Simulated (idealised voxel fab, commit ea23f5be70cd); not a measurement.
The following is a process module called voxel self aligned contacts.
FYI the section here is cut, 280 nm wide, cells are 5 nm squares.
How to read a cross-section here: the picture is a grid of square cells, written as bands going from the top down, and any band can span one or more rows of cells.
Heads up on the band format: heights come first, top then bottom, in nm. After that it's the materials left to right, each with its width in nm. A single material flagged "all across" fills the whole band edge to edge, and "air" means there's empty space there.
Note: height 0 marks the level under which the wafer is uniformly one material as received. Lowest band unbounded below, written "top 0, no bottom".
When a width is written as two numbers, as in "30 to 40", the first number is the width in the top row of cells of the band and the second is the width in its bottom row, and the width changes by the same amount from each row to the next.
Step marked "no modification"? Then no cell in the cross-section changed in it.
Any empty space of 8 cells or more lacking an open way to the top shows up in "Closed void list" as width x height at distance, distance from the left edge, in nm.
On a step's line, text after the settings is the simulator commenting on that step.
Among the settings permitted on a step's line is "overlay nm"; applied to a step with a mask, it specifies the extent to which the mask lay to the right of its planned position, whereas a negative figure signifies a position to the left.
LISTED BELOW ARE THE PROCESS STEPS AS PLANNED
step 1: RECEIVE with material Si
step 2: CONFORMAL_DEP with material SiO2, thk nm 5
step 3: DIRECTIONAL_DEP with material polySi, thk nm 25
step 4: DIRECTIONAL_DEP with material SiN, thk nm 20
step 5: DIRECTIONAL_DEP with material aC, thk nm 10
step 6: PATTERN with tone cover, mask id GATE, material resist, width nm 35, pitch nm 70, thk nm 25, overlay nm 0
step 7: DIRECTIONAL_ETCH with etch materials aC, depth nm 10
step 8: STRIP with etch materials resist
step 9: DIRECTIONAL_ETCH with etch materials SiN, depth nm 20
step 10: DIRECTIONAL_ETCH with etch materials polySi, depth nm 25
step 11: STRIP with etch materials aC
step 12: CONFORMAL_DEP with material SiN, thk nm 5
step 13: DIRECTIONAL_ETCH with etch materials SiN, depth nm 5
step 14: FILL_DEP with material SiO2, thk nm 10
step 15: CMP with height nm 55
step 16: DIRECTIONAL_DEP with material aC, thk nm 10
step 17: PATTERN with tone open, mask id CONTACT, material resist, width nm 55, pitch nm 70, thk nm 25, overlay nm 0
step 18: DIRECTIONAL_ETCH with etch materials aC, depth nm 10
step 19: STRIP with etch materials resist
step 20: DIRECTIONAL_ETCH with etch materials SiO2, depth nm 55
step 21: STRIP with etch materials aC
step 22: CONFORMAL_DEP with material TiN, thk nm 5
step 23: FILL_DEP with material Ru, thk nm 10
step 24: CMP with height nm 55
step 25: CONFORMAL_DEP with material SiN, thk nm 5
OF TWO WAFERS, THE FIRST: RUN ACCORDING TO PLAN
CROSS-SECTION OF THE WAFER AT RECEIPT, WHICH IS THE CONDITION AFTER STEP 1
    top 0, no bottom: Si all across
    Closed void list: none
SO THIS IS THE WAFER CROSS-SECTION RIGHT AFTER STEP 2
    top 5, bottom 0: SiO2 all across
    Everything under 0 stays put, no change at all.
SO THIS IS THE WAFER CROSS-SECTION RIGHT AFTER STEP 3
    top 30, bottom 5: polySi all across
    Everything under 5 stays put, no change at all.
SO THIS IS THE WAFER CROSS-SECTION RIGHT AFTER STEP 4
    top 50, bottom 30: SiN all across
    Everything under 30 stays put, no change at all.
SO THIS IS THE WAFER CROSS-SECTION RIGHT AFTER STEP 5
    top 60, bottom 50: aC all across
    Everything under 50 stays put, no change at all.
SO THIS IS THE WAFER CROSS-SECTION RIGHT AFTER STEP 6
    top 85, bottom 60: air=50 | resist=35 | air=35 | resist=35 | air=35 | resist=35 | air=55
    Everything under 60 stays put, no change at all.
SO THIS IS THE WAFER CROSS-SECTION RIGHT AFTER STEP 7
    top 75, bottom 60: air=50 | resist=35 | air=35 | resist=35 | air=35 | resist=35 | air=55
    top 60, bottom 50: air=50 | aC=35 | air=35 | aC=35 | air=35 | aC=35 | air=55
    Everything under 50 stays put, no change at all.
SO THIS IS THE WAFER CROSS-SECTION RIGHT AFTER STEP 8
    top 60, bottom 50: air=50 | aC=35 | air=35 | aC=35 | air=35 | aC=35 | air=55
    Everything under 50 stays put, no change at all.
SO THIS IS THE WAFER CROSS-SECTION RIGHT AFTER STEP 9
    top 60, bottom 50: air=50 | aC=35 | air=35 | aC=35 | air=35 | aC=35 | air=55
    top 50, bottom 30: air=50 | SiN=35 | air=35 | SiN=35 | air=35 | SiN=35 | air=55
    Everything under 30 stays put, no change at all.
SO THIS IS THE WAFER CROSS-SECTION RIGHT AFTER STEP 10
    top 60, bottom 50: air=50 | aC=35 | air=35 | aC=35 | air=35 | aC=35 | air=55
    top 50, bottom 30: air=50 | SiN=35 | air=35 | SiN=35 | air=35 | SiN=35 | air=55
    top 30, bottom 5: air=50 | polySi=35 | air=35 | polySi=35 | air=35 | polySi=35 | air=55
    Everything under 5 stays put, no change at all.
SO THIS IS THE WAFER CROSS-SECTION RIGHT AFTER STEP 11
    top 50, bottom 30: air=50 | SiN=35 | air=35 | SiN=35 | air=35 | SiN=35 | air=55
    Everything under 30 stays put, no change at all.
SO THIS IS THE WAFER CROSS-SECTION RIGHT AFTER STEP 12
    top 55, bottom 30: air=45 | SiN=45 | air=25 | SiN=45 | air=25 | SiN=45 | air=50
    top 30, bottom 10: air=45 | SiN=5 | polySi=35 | SiN=5 | air=25 | SiN=5 | polySi=35 | SiN=5 | air=25 | SiN=5 | polySi=35 | SiN=5 | air=50
    top 10, bottom 5: SiN=50 | polySi=35 | SiN=35 | polySi=35 | SiN=35 | polySi=35 | SiN=55
    Everything under 5 stays put, no change at all.
SO THIS IS THE WAFER CROSS-SECTION RIGHT AFTER STEP 13
    top 50, bottom 30: air=45 | SiN=45 | air=25 | SiN=45 | air=25 | SiN=45 | air=50
    top 30, bottom 5: air=45 | SiN=5 | polySi=35 | SiN=5 | air=25 | SiN=5 | polySi=35 | SiN=5 | air=25 | SiN=5 | polySi=35 | SiN=5 | air=50
    Everything under 5 stays put, no change at all.
SO THIS IS THE WAFER CROSS-SECTION RIGHT AFTER STEP 14
    top 60, bottom 50: SiO2 all across
    top 50, bottom 30: SiO2=45 | SiN=45 | SiO2=25 | SiN=45 | SiO2=25 | SiN=45 | SiO2=50
    top 30, bottom 5: SiO2=45 | SiN=5 | polySi=35 | SiN=5 | SiO2=25 | SiN=5 | polySi=35 | SiN=5 | SiO2=25 | SiN=5 | polySi=35 | SiN=5 | SiO2=50
    Everything under 5 stays put, no change at all.
SO THIS IS THE WAFER CROSS-SECTION RIGHT AFTER STEP 15
    top 55, bottom 50: SiO2 all across
    Everything under 50 stays put, no change at all.
SO THIS IS THE WAFER CROSS-SECTION RIGHT AFTER STEP 16
    top 65, bottom 55: aC all across
    Everything under 55 stays put, no change at all.
SO THIS IS THE WAFER CROSS-SECTION RIGHT AFTER STEP 17
    top 90, bottom 65: resist=75 | air=55 | resist=15 | air=55 | resist=80
    Everything under 65 stays put, no change at all.
SO THIS IS THE WAFER CROSS-SECTION RIGHT AFTER STEP 18
    top 80, bottom 65: resist=75 | air=55 | resist=15 | air=55 | resist=80
    top 65, bottom 55: aC=75 | air=55 | aC=15 | air=55 | aC=80
    Everything under 55 stays put, no change at all.
SO THIS IS THE WAFER CROSS-SECTION RIGHT AFTER STEP 19
    top 65, bottom 55: aC=75 | air=55 | aC=15 | air=55 | aC=80
    Everything under 55 stays put, no change at all.
SO THIS IS THE WAFER CROSS-SECTION RIGHT AFTER STEP 20
    top 65, bottom 55: aC=75 | air=55 | aC=15 | air=55 | aC=80
    top 55, bottom 50: SiO2=75 | air=55 | SiO2=15 | air=55 | SiO2=80
    top 50, bottom 30: SiO2=45 | SiN=45 | air=25 | SiN=45 | air=25 | SiN=45 | SiO2=50
    top 30, bottom 5: SiO2=45 | SiN=5 | polySi=35 | SiN=5 | air=25 | SiN=5 | polySi=35 | SiN=5 | air=25 | SiN=5 | polySi=35 | SiN=5 | SiO2=50
    top 5, bottom 0: SiO2=90 | air=25 | SiO2=45 | air=25 | SiO2=95
    Everything under 0 stays put, no change at all.
SO THIS IS THE WAFER CROSS-SECTION RIGHT AFTER STEP 21
    top 55, bottom 50: SiO2=75 | air=55 | SiO2=15 | air=55 | SiO2=80
    Everything under 50 stays put, no change at all.
SO THIS IS THE WAFER CROSS-SECTION RIGHT AFTER STEP 22
    top 60, bottom 55: TiN=80 | air=45 | TiN=25 | air=45 | TiN=85
    top 55, bottom 50: SiO2=75 | TiN=20 | air=15 | TiN=20 | SiO2=15 | TiN=20 | air=15 | TiN=20 | SiO2=80
    top 50, bottom 30: SiO2=45 | SiN=45 | TiN=5 | air=15 | TiN=5 | SiN=45 | TiN=5 | air=15 | TiN=5 | SiN=45 | SiO2=50
    top 30, bottom 5: SiO2=45 | SiN=5 | polySi=35 | SiN=5 | TiN=5 | air=15 | TiN=5 | SiN=5 | polySi=35 | SiN=5 | TiN=5 | air=15 | TiN=5 | SiN=5 | polySi=35 | SiN=5 | SiO2=50
    top 5, bottom 0: SiO2=90 | TiN=25 | SiO2=45 | TiN=25 | SiO2=95
    Everything under 0 stays put, no change at all.
SO THIS IS THE WAFER CROSS-SECTION RIGHT AFTER STEP 23
    top 70, bottom 60: Ru all across
    top 60, bottom 55: TiN=80 | Ru=45 | TiN=25 | Ru=45 | TiN=85
    top 55, bottom 50: SiO2=75 | TiN=20 | Ru=15 | TiN=20 | SiO2=15 | TiN=20 | Ru=15 | TiN=20 | SiO2=80
    top 50, bottom 30: SiO2=45 | SiN=45 | TiN=5 | Ru=15 | TiN=5 | SiN=45 | TiN=5 | Ru=15 | TiN=5 | SiN=45 | SiO2=50
    top 30, bottom 5: SiO2=45 | SiN=5 | polySi=35 | SiN=5 | TiN=5 | Ru=15 | TiN=5 | SiN=5 | polySi=35 | SiN=5 | TiN=5 | Ru=15 | TiN=5 | SiN=5 | polySi=35 | SiN=5 | SiO2=50
    Everything under 5 stays put, no change at all.
SO THIS IS THE WAFER CROSS-SECTION RIGHT AFTER STEP 24
    top 55, bottom 50: SiO2=75 | TiN=20 | Ru=15 | TiN=20 | SiO2=15 | TiN=20 | Ru=15 | TiN=20 | SiO2=80
    Everything under 50 stays put, no change at all.
SO THIS IS THE WAFER CROSS-SECTION RIGHT AFTER STEP 25
    top 60, bottom 55: SiN all across
    Everything under 55 stays put, no change at all.
SECOND WAFER: SAME START AND SAME PLAN AS THE FIRST, ONE EXECUTION ERROR; IDENTICAL TO THE FIRST THROUGH STEP 5
THE SECOND WAFER CUT THROUGH, AT THE TIME STEP 6 WAS SUPPOSED TO BE FINISHED
    top 85, bottom 60: air=55 | resist=25 | air=45 | resist=25 | air=45 | resist=25 | air=60
    Everything under 60 stays put, no change at all.
THE SECOND WAFER CUT THROUGH, AT THE TIME STEP 7 WAS SUPPOSED TO BE FINISHED
    top 75, bottom 60: air=55 | resist=25 | air=45 | resist=25 | air=45 | resist=25 | air=60
    top 60, bottom 50: air=55 | aC=25 | air=45 | aC=25 | air=45 | aC=25 | air=60
    Everything under 50 stays put, no change at all.
THE SECOND WAFER CUT THROUGH, AT THE TIME STEP 8 WAS SUPPOSED TO BE FINISHED
    top 60, bottom 50: air=55 | aC=25 | air=45 | aC=25 | air=45 | aC=25 | air=60
    Everything under 50 stays put, no change at all.
THE SECOND WAFER CUT THROUGH, AT THE TIME STEP 9 WAS SUPPOSED TO BE FINISHED
    top 60, bottom 50: air=55 | aC=25 | air=45 | aC=25 | air=45 | aC=25 | air=60
    top 50, bottom 30: air=55 | SiN=25 | air=45 | SiN=25 | air=45 | SiN=25 | air=60
    Everything under 30 stays put, no change at all.
THE SECOND WAFER CUT THROUGH, AT THE TIME STEP 10 WAS SUPPOSED TO BE FINISHED
    top 60, bottom 50: air=55 | aC=25 | air=45 | aC=25 | air=45 | aC=25 | air=60
    top 50, bottom 30: air=55 | SiN=25 | air=45 | SiN=25 | air=45 | SiN=25 | air=60
    top 30, bottom 5: air=55 | polySi=25 | air=45 | polySi=25 | air=45 | polySi=25 | air=60
    Everything under 5 stays put, no change at all.
THE SECOND WAFER CUT THROUGH, AT THE TIME STEP 11 WAS SUPPOSED TO BE FINISHED
    top 50, bottom 30: air=55 | SiN=25 | air=45 | SiN=25 | air=45 | SiN=25 | air=60
    Everything under 30 stays put, no change at all.
THE SECOND WAFER CUT THROUGH, AT THE TIME STEP 12 WAS SUPPOSED TO BE FINISHED
    top 55, bottom 30: air=50 | SiN=35 | air=35 | SiN=35 | air=35 | SiN=35 | air=55
    top 30, bottom 10: air=50 | SiN=5 | polySi=25 | SiN=5 | air=35 | SiN=5 | polySi=25 | SiN=5 | air=35 | SiN=5 | polySi=25 | SiN=5 | air=55
    top 10, bottom 5: SiN=55 | polySi=25 | SiN=45 | polySi=25 | SiN=45 | polySi=25 | SiN=60
    Everything under 5 stays put, no change at all.
THE SECOND WAFER CUT THROUGH, AT THE TIME STEP 13 WAS SUPPOSED TO BE FINISHED
    top 50, bottom 30: air=50 | SiN=35 | air=35 | SiN=35 | air=35 | SiN=35 | air=55
    top 30, bottom 5: air=50 | SiN=5 | polySi=25 | SiN=5 | air=35 | SiN=5 | polySi=25 | SiN=5 | air=35 | SiN=5 | polySi=25 | SiN=5 | air=55
    Everything under 5 stays put, no change at all.
THE SECOND WAFER CUT THROUGH, AT THE TIME STEP 14 WAS SUPPOSED TO BE FINISHED
    top 60, bottom 50: SiO2 all across
    top 50, bottom 30: SiO2=50 | SiN=35 | SiO2=35 | SiN=35 | SiO2=35 | SiN=35 | SiO2=55
    top 30, bottom 5: SiO2=50 | SiN=5 | polySi=25 | SiN=5 | SiO2=35 | SiN=5 | polySi=25 | SiN=5 | SiO2=35 | SiN=5 | polySi=25 | SiN=5 | SiO2=55
    Everything under 5 stays put, no change at all.
THE SECOND WAFER CUT THROUGH, AT THE TIME STEP 15 WAS SUPPOSED TO BE FINISHED
    top 55, bottom 50: SiO2 all across
    Everything under 50 stays put, no change at all.
THE SECOND WAFER CUT THROUGH, AT THE TIME STEP 16 WAS SUPPOSED TO BE FINISHED
    top 65, bottom 55: aC all across
    Everything under 55 stays put, no change at all.
THE SECOND WAFER CUT THROUGH, AT THE TIME STEP 17 WAS SUPPOSED TO BE FINISHED
    top 90, bottom 65: resist=75 | air=55 | resist=15 | air=55 | resist=80
    Everything under 65 stays put, no change at all.
THE SECOND WAFER CUT THROUGH, AT THE TIME STEP 18 WAS SUPPOSED TO BE FINISHED
    top 80, bottom 65: resist=75 | air=55 | resist=15 | air=55 | resist=80
    top 65, bottom 55: aC=75 | air=55 | aC=15 | air=55 | aC=80
    Everything under 55 stays put, no change at all.
THE SECOND WAFER CUT THROUGH, AT THE TIME STEP 19 WAS SUPPOSED TO BE FINISHED
    top 65, bottom 55: aC=75 | air=55 | aC=15 | air=55 | aC=80
    Everything under 55 stays put, no change at all.
THE SECOND WAFER CUT THROUGH, AT THE TIME STEP 20 WAS SUPPOSED TO BE FINISHED
    top 65, bottom 55: aC=75 | air=55 | aC=15 | air=55 | aC=80
    top 55, bottom 50: SiO2=75 | air=55 | SiO2=15 | air=55 | SiO2=80
    top 50, bottom 30: SiO2=50 | SiN=35 | air=35 | SiN=35 | air=35 | SiN=35 | SiO2=55
    top 30, bottom 5: SiO2=50 | SiN=5 | polySi=25 | SiN=5 | air=35 | SiN=5 | polySi=25 | SiN=5 | air=35 | SiN=5 | polySi=25 | SiN=5 | SiO2=55
    top 5, bottom 0: SiO2=85 | air=35 | SiO2=35 | air=35 | SiO2=90
    Everything under 0 stays put, no change at all.
THE SECOND WAFER CUT THROUGH, AT THE TIME STEP 21 WAS SUPPOSED TO BE FINISHED
    top 55, bottom 50: SiO2=75 | air=55 | SiO2=15 | air=55 | SiO2=80
    Everything under 50 stays put, no change at all.
THE SECOND WAFER CUT THROUGH, AT THE TIME STEP 22 WAS SUPPOSED TO BE FINISHED
    top 60, bottom 55: TiN=80 | air=45 | TiN=25 | air=45 | TiN=85
    top 55, bottom 50: SiO2=75 | TiN=15 | air=25 | TiN=15 | SiO2=15 | TiN=15 | air=25 | TiN=15 | SiO2=80
    top 50, bottom 30: SiO2=50 | SiN=35 | TiN=5 | air=25 | TiN=5 | SiN=35 | TiN=5 | air=25 | TiN=5 | SiN=35 | SiO2=55
    top 30, bottom 5: SiO2=50 | SiN=5 | polySi=25 | SiN=5 | TiN=5 | air=25 | TiN=5 | SiN=5 | polySi=25 | SiN=5 | TiN=5 | air=25 | TiN=5 | SiN=5 | polySi=25 | SiN=5 | SiO2=55
    top 5, bottom 0: SiO2=85 | TiN=35 | SiO2=35 | TiN=35 | SiO2=90
    Everything under 0 stays put, no change at all.
THE SECOND WAFER CUT THROUGH, AT THE TIME STEP 23 WAS SUPPOSED TO BE FINISHED
    top 70, bottom 60: Ru all across
    top 60, bottom 55: TiN=80 | Ru=45 | TiN=25 | Ru=45 | TiN=85
    top 55, bottom 50: SiO2=75 | TiN=15 | Ru=25 | TiN=15 | SiO2=15 | TiN=15 | Ru=25 | TiN=15 | SiO2=80
    top 50, bottom 30: SiO2=50 | SiN=35 | TiN=5 | Ru=25 | TiN=5 | SiN=35 | TiN=5 | Ru=25 | TiN=5 | SiN=35 | SiO2=55
    top 30, bottom 5: SiO2=50 | SiN=5 | polySi=25 | SiN=5 | TiN=5 | Ru=25 | TiN=5 | SiN=5 | polySi=25 | SiN=5 | TiN=5 | Ru=25 | TiN=5 | SiN=5 | polySi=25 | SiN=5 | SiO2=55
    Everything under 5 stays put, no change at all.
THE SECOND WAFER CUT THROUGH, AT THE TIME STEP 24 WAS SUPPOSED TO BE FINISHED
    top 55, bottom 50: SiO2=75 | TiN=15 | Ru=25 | TiN=15 | SiO2=15 | TiN=15 | Ru=25 | TiN=15 | SiO2=80
    Everything under 50 stays put, no change at all.
THE SECOND WAFER CUT THROUGH, AT THE TIME STEP 25 WAS SUPPOSED TO BE FINISHED
    top 60, bottom 55: SiN all across
    Everything under 55 stays put, no change at all.
Finding, execution versus plan: step 6 was processed under conditions differing from the plan, specifically as PATTERN with tone cover, mask id GATE, material resist, width nm 25, pitch nm 70, thk nm 25, overlay nm 0
Upon completion, the second wafer contains, in terms of cells, a greater or smaller amount of certain materials than the first wafer: Ru +40 | SiN -24 | SiO2 +14 | polySi -30
